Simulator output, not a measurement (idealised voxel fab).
process module | voxel self aligned contacts
cross-section cut | 235 nm wide | cells 5 nm
A cross-section is a grid of square cells, given in bands from the top down. A band is one or more rows of cells.
Each band's line starts with the height of the band's top and of its bottom, in nm. Then come its materials from left to right, each with its width in nm. One material with "throughout" fills the band from edge to edge. "air" is empty space.
Height 0 is the level under which the wafer as received is all one material. The lowest band goes on downwards, as in "0 down".
A width such as "30 to 40" changes by the same amount from each row of cells to the next, from the band's top row to its bottom row.
"no change" after a step means that no cell of the cross-section changed.
closed voids: empty space of 8 cells or more with no open way to the top, each as width x height at its distance from the left edge, in nm
after a step's settings: what the simulator itself notes on the step
overlay nm, on a step with a mask: how far to the right of its planned place the mask lay; to the left if negative
plan
1 op RECEIVE | material Si
2 op OXIDIZE | depth nm 5
3 op DIRECTIONAL_DEP | material polySi | thk nm 25
4 op DIRECTIONAL_DEP | material SiN | thk nm 15
5 op PATTERN | tone cover | mask id GATE | material resist | width nm 25 | pitch nm 60 | thk nm 15 | overlay nm 0
6 op DIRECTIONAL_ETCH | etch materials SiN | depth nm 15
7 op DIRECTIONAL_ETCH | etch materials polySi | depth nm 25
8 op STRIP | etch materials resist
9 op CONFORMAL_DEP | material SiN | thk nm 5
10 op DIRECTIONAL_ETCH | etch materials SiN | depth nm 5
11 op FILL_DEP | material SiO2 | thk nm 15
12 op CMP | height nm 45
13 op PATTERN | tone open | mask id CONTACT | material resist | width nm 45 | pitch nm 60 | thk nm 15 | overlay nm 0
14 op DIRECTIONAL_ETCH | etch materials SiO2 | depth nm 50
15 op STRIP | etch materials resist
16 op CONFORMAL_DEP | material TiN | thk nm 5
17 op FILL_DEP | material W | thk nm 5
18 op CMP | height nm 45
19 op CONFORMAL_DEP | material SiN | thk nm 5
as received, after step 1
  0 down: Si throughout
  closed voids: none
first wafer at the end, as planned
  50 to 45: SiN throughout
  45 to 40: SiO2 65 | TiN 15 | W 15 | TiN 15 | SiO2 15 | TiN 15 | W 15 | TiN 15 | SiO2 65
  40 to 25: SiO2 40 | SiN 35 | TiN 5 | W 15 | TiN 5 | SiN 35 | TiN 5 | W 15 | TiN 5 | SiN 35 | SiO2 40
  25 to 0: SiO2 40 | SiN 5 | polySi 25 | SiN 5 | TiN 5 | W 15 | TiN 5 | SiN 5 | polySi 25 | SiN 5 | TiN 5 | W 15 | TiN 5 | SiN 5 | polySi 25 | SiN 5 | SiO2 40
  0 to -5: SiO2 75 | TiN 25 | SiO2 35 | TiN 25 | SiO2 75
  -5 down: Si throughout
  closed voids: none
second wafer at the end: like start, like plan, one mistake
  50 to 45: SiN throughout
  45 to 40: W 35 | TiN 30 | SiO2 45 | TiN 15 | SiO2 45 | TiN 30 | W 35
  40 to 25: W 35 | TiN 5 | SiN 35 | SiO2 25 | SiN 35 | SiO2 25 | SiN 35 | TiN 5 | W 35
  25 to 0: W 35 | TiN 5 | SiN 5 | polySi 25 | SiN 5 | SiO2 25 | SiN 5 | polySi 25 | SiN 5 | SiO2 25 | SiN 5 | polySi 25 | SiN 5 | TiN 5 | W 35
  0 to -5: TiN 40 | SiO2 155 | TiN 40
  -5 down: Si throughout
  closed voids: none
what went wrong: step 13 ran as: op PATTERN | tone cover | mask id CONTACT | material resist | width nm 45 | pitch nm 60 | thk nm 15 | overlay nm 0
at the end the second wafer has, in cells: 65 fewer of SiO2 | 7 fewer of TiN | 72 more of W
